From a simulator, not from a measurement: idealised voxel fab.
The name of this process module is voxel transistor to metal.
Cross-section cut spans 200 nm and uses square cells 5 nm in size.
Notation: cross-section as square-cell grid; stated in bands, top first, going down; one or more cell rows per band. Basically the band line says how high the top is and how high the bottom is, in nm, and then what's in it from left to right, every material with its width in nm. Empty space shows up as "blank", and if a single material carries "full width" it runs the full band edge to edge. Ref level 0: as-received wafer is one material below here. Bottom band extends down with no lower bound ("0 and below"). Graded width ("30 to 40"): value in top row of band = first number; value in bottom row = second number; row-to-row change constant. A step reported as "nothing changed" is a step in which no cell of the cross-section changed. Voids not open to the top, 8 cells minimum: see "Tabulated closed voids". Written width x height at distance; distance is from the left edge; nm. On a step's line, text after the settings is the simulator commenting on that step. overlay nm: how far to the right of its planned place the mask lay on this masked step (negative: to the left).
## Process steps foreseen in the plan
1) op RECEIVE | material Si
2) op OXIDIZE | depth nm 5
3) op CONFORMAL_DEP | material SiN | thk nm 10
4) op MASKED_ETCH | tone cover | mask id ACTIVE | width nm 110 | etch materials SiN | depth nm 10 | overlay nm 0
5) op MASKED_ETCH | tone cover | mask id ACTIVE | width nm 110 | etch materials SiO2 | depth nm 5 | overlay nm 0
6) op MASKED_ETCH | tone cover | mask id ACTIVE | width nm 110 | etch materials Si | depth nm 35 | overlay nm 0
7) op OXIDIZE | depth nm 5
8) op FILL_DEP | material SiO2 | thk nm 5
9) op CMP | height nm 10
10) op SELECTIVE_ETCH | etch materials SiO2 | depth nm 10
11) op STRIP | etch materials SiN
12) op SELECTIVE_ETCH | etch materials SiO2 | depth nm 5
13) op OXIDIZE | depth nm 5
14) op DIRECTIONAL_DEP | material polySi | thk nm 25
15) op DIRECTIONAL_DEP | material SiCN | thk nm 15
16) op DIRECTIONAL_DEP | material aC | thk nm 15
17) op PATTERN | tone cover | mask id GATE | material resist | width nm 20 | thk nm 30 | overlay nm 0
18) op DIRECTIONAL_ETCH | etch materials aC | depth nm 15
19) op STRIP | etch materials resist
20) op DIRECTIONAL_ETCH | etch materials SiCN | depth nm 25
21) op DIRECTIONAL_ETCH | etch materials polySi | depth nm 35
22) op STRIP | etch materials aC
23) op CONFORMAL_DEP | material SiO2 | thk nm 5
24) op DIRECTIONAL_ETCH | etch materials SiO2 | depth nm 5
25) op CONFORMAL_DEP | material SiN | thk nm 5
26) op DIRECTIONAL_ETCH | etch materials SiN | depth nm 5
27) op DIRECTIONAL_ETCH | etch materials SiO2 | depth nm 5
28) op DIRECTIONAL_ETCH | etch materials Si | depth nm 10
29) op EPI | material nSi | thk nm 10
30) op FILL_DEP | material SiO2 | thk nm 10
31) op CMP | height nm 35
32) op DIRECTIONAL_DEP | material SiO2 | thk nm 15
33) op DIRECTIONAL_DEP | material aC | thk nm 10
34) op PATTERN | tone open | mask id CONTACT | material resist | width nm 20 | pitch nm 80 | thk nm 25 | overlay nm 0
35) op DIRECTIONAL_ETCH | etch materials aC | depth nm 10
36) op STRIP | etch materials resist
37) op DIRECTIONAL_ETCH | etch materials SiO2 | depth nm 60
38) op STRIP | etch materials aC
39) op CONFORMAL_DEP | material TiN | thk nm 5
40) op FILL_DEP | material W | thk nm 10
41) op CMP | height nm 50
42) op CONFORMAL_DEP | material SiN | thk nm 5
43) op DIRECTIONAL_DEP | material lowk | thk nm 25
44) op MASKED_ETCH | tone open | mask id METAL_1 | width nm 20 | pitch nm 80 | etch materials lowk | depth nm 25 | overlay nm 0
45) op MASKED_ETCH | tone open | mask id METAL_1 | width nm 20 | pitch nm 80 | etch materials SiN | depth nm 5 | overlay nm 0
46) op CONFORMAL_DEP | material TiN | thk nm 5
47) op FILL_DEP | material W | thk nm 10
48) op CMP | height nm 80
49) op EPI | material Ru | thk nm 5
50) op FILL_DEP | material SiCN | thk nm 5
## As received (post step 1): cross-section
* 0 and below: Si full width
* Tabulated closed voids: none
## This is how the wafer looks in cross-section once the module is done, given the starting state and plan above and one mistake in carrying the plan out
* 90 down to 85: SiCN full width
* 85 down to 80: SiCN 45 nm | Ru 30 nm | SiCN 50 nm | Ru 30 nm | SiCN 45 nm
* 80 down to 75: SiN 50 nm | TiN 20 nm | SiN 60 nm | TiN 20 nm | SiN 50 nm
* 75 down to 50: lowk full width
* 50 down to 35: SiO2 50 nm | TiN 5 nm | W 10 nm | TiN 5 nm | SiO2 60 nm | TiN 5 nm | W 10 nm | TiN 5 nm | SiO2 50 nm
* 35 down to 20: SiO2 50 nm | TiN 5 nm | W 10 nm | TiN 5 nm | SiO2 10 nm | SiN 5 nm | SiO2 5 nm | SiCN 20 nm | SiO2 5 nm | SiN 5 nm | SiO2 10 nm | TiN 5 nm | W 10 nm | TiN 5 nm | SiO2 50 nm
* 20 down to 0: SiO2 50 nm | TiN 5 nm | W 10 nm | TiN 5 nm | SiO2 10 nm | SiN 5 nm | SiO2 5 nm | polySi 20 nm | SiO2 5 nm | SiN 5 nm | SiO2 10 nm | TiN 5 nm | W 10 nm | TiN 5 nm | SiO2 50 nm
* 0 down to -5: SiO2 50 nm | TiN 5 nm | W 10 nm | TiN 5 nm | nSi 10 nm | SiN 5 nm | SiO2 5 nm | polySi 20 nm | SiO2 5 nm | SiN 5 nm | nSi 10 nm | TiN 5 nm | W 10 nm | TiN 5 nm | SiO2 50 nm
* -5 down to -10: SiO2 50 nm | TiN 20 nm | nSi 10 nm | SiO2 40 nm | nSi 10 nm | TiN 20 nm | SiO2 50 nm
* -10 down to -20: SiO2 50 nm | nSi 30 nm | Si 40 nm | nSi 30 nm | SiO2 50 nm
* -20 down to -45: SiO2 50 nm | Si 100 nm | SiO2 50 nm
* -45 and below: Si full width
* Tabulated closed voids: none
Plan not followed: steps 42 and 43 got flipped, so each one ran where the other should have
